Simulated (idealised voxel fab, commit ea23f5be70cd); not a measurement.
process module | voxel gate over fins
cross-section cut | 275 nm wide | cells 5 nm
A cross-section is a grid of square cells, given in bands from the top down. A band is one or more rows of cells.
Each band's line starts with the height of the band's top and of its bottom, in nm. Then come its materials from left to right, each with its width in nm. One material with "throughout" fills the band from edge to edge. "air" is empty space.
Height 0 is the level under which the wafer as received is all one material. The lowest band goes on downwards, as in "0 down".
A width such as "30 to 40" changes by the same amount from each row of cells to the next, from the band's top row to its bottom row.
"no change" after a step means that no cell of the cross-section changed.
closed voids: empty space of 8 cells or more with no open way to the top, each as width x height at its distance from the left edge, in nm
after a step's settings: what the simulator itself notes on the step
overlay nm, on a step with a mask: how far to the right of its planned place the mask lay; to the left if negative
plan
1 op RECEIVE | material Si
2 op CONFORMAL_DEP | material SiN | thk nm 10
3 op PATTERN | tone cover | mask id FINS | material resist | width nm 15 | pitch nm 60 | thk nm 15 | overlay nm 0
4 op DIRECTIONAL_ETCH | etch materials SiN | depth nm 10
5 op DIRECTIONAL_ETCH | etch materials Si | depth nm 30
6 op STRIP | etch materials resist
7 op OXIDIZE | depth nm 5
8 op FILL_DEP | material SiO2 | thk nm 5
9 op CMP | height nm 10
10 op MASKED_ETCH | tone open | mask id RAIL | width nm 15 | etch materials SiO2 | depth nm 35 | overlay nm 0
11 op CONFORMAL_DEP | material TiN | thk nm 5
12 op FILL_DEP | material W | thk nm 5
13 op CMP | height nm 10
14 op SELECTIVE_ETCH | etch materials W Ru TiN | depth nm 30
15 op FILL_DEP | material SiO2 | thk nm 5
16 op CMP | height nm 10
17 op SELECTIVE_ETCH | etch materials SiO2 | depth nm 25
18 op STRIP | etch materials SiN
19 op CONFORMAL_DEP | material HfO2 | thk nm 5
20 op CONFORMAL_DEP | material TiN | thk nm 5
21 op CONFORMAL_DEP | material TiAl | thk nm 5
22 op CONFORMAL_DEP | material TiN | thk nm 5
23 op FILL_DEP | material W | thk nm 15
24 op CMP | height nm 30
25 op CONFORMAL_DEP | material SiCN | thk nm 5
as received, after step 1
  0 down: Si throughout
  closed voids: none
a wafer at the end: this start, this plan, one mistake
  35 to 30: SiCN throughout
  30 to 20: W throughout
  20 to 15: W 55 | TiN 45 | W 15 | TiN 45 | W 15 | TiN 45 | W 55
  15 to 10: W 55 | TiN 5 | TiAl 35 | TiN 5 | W 15 | TiN 5 | TiAl 35 | TiN 5 | W 15 | TiN 5 | TiAl 35 | TiN 5 | W 55
  10 to 5: W 55 | TiN 5 | TiAl 5 | TiN 25 | TiAl 5 | TiN 5 | W 15 | TiN 5 | TiAl 5 | TiN 25 | TiAl 5 | TiN 5 | W 15 | TiN 5 | TiAl 5 | TiN 25 | TiAl 5 | TiN 5 | W 55
  5 to 0: TiN 60 | TiAl 5 | TiN 5 | HfO2 15 | TiN 5 | TiAl 5 | TiN 25 | TiAl 5 | TiN 5 | HfO2 15 | TiN 5 | TiAl 5 | TiN 25 | TiAl 5 | TiN 5 | HfO2 15 | TiN 5 | TiAl 5 | TiN 60
  0 to -5: TiAl 65 | TiN 5 | HfO2 5 | Si 5 | HfO2 5 | TiN 5 | TiAl 35 | TiN 5 | HfO2 5 | Si 5 | HfO2 5 | TiN 5 | TiAl 35 | TiN 5 | HfO2 5 | Si 5 | HfO2 5 | TiN 5 | TiAl 65
  -5 to -10: TiN 70 | HfO2 5 | Si 5 | HfO2 5 | TiN 45 | HfO2 5 | Si 5 | HfO2 5 | TiN 45 | HfO2 5 | Si 5 | HfO2 5 | TiN 70
  -10 to -15: HfO2 75 | Si 5 | HfO2 55 | Si 5 | HfO2 55 | Si 5 | HfO2 75
  -15 to -20: SiO2 75 | Si 5 | SiO2 55 | Si 5 | SiO2 55 | Si 5 | SiO2 75
  -20 to -25: SiO2 75 | Si 5 | SiO2 20 | TiN 15 | SiO2 20 | Si 5 | SiO2 55 | Si 5 | SiO2 75
  -25 to -65: SiO2 75 | Si 5 | SiO2 55 | Si 5 | SiO2 55 | Si 5 | SiO2 75
  -65 down: Si throughout
  closed voids: none
what went wrong: step 5 was run twice
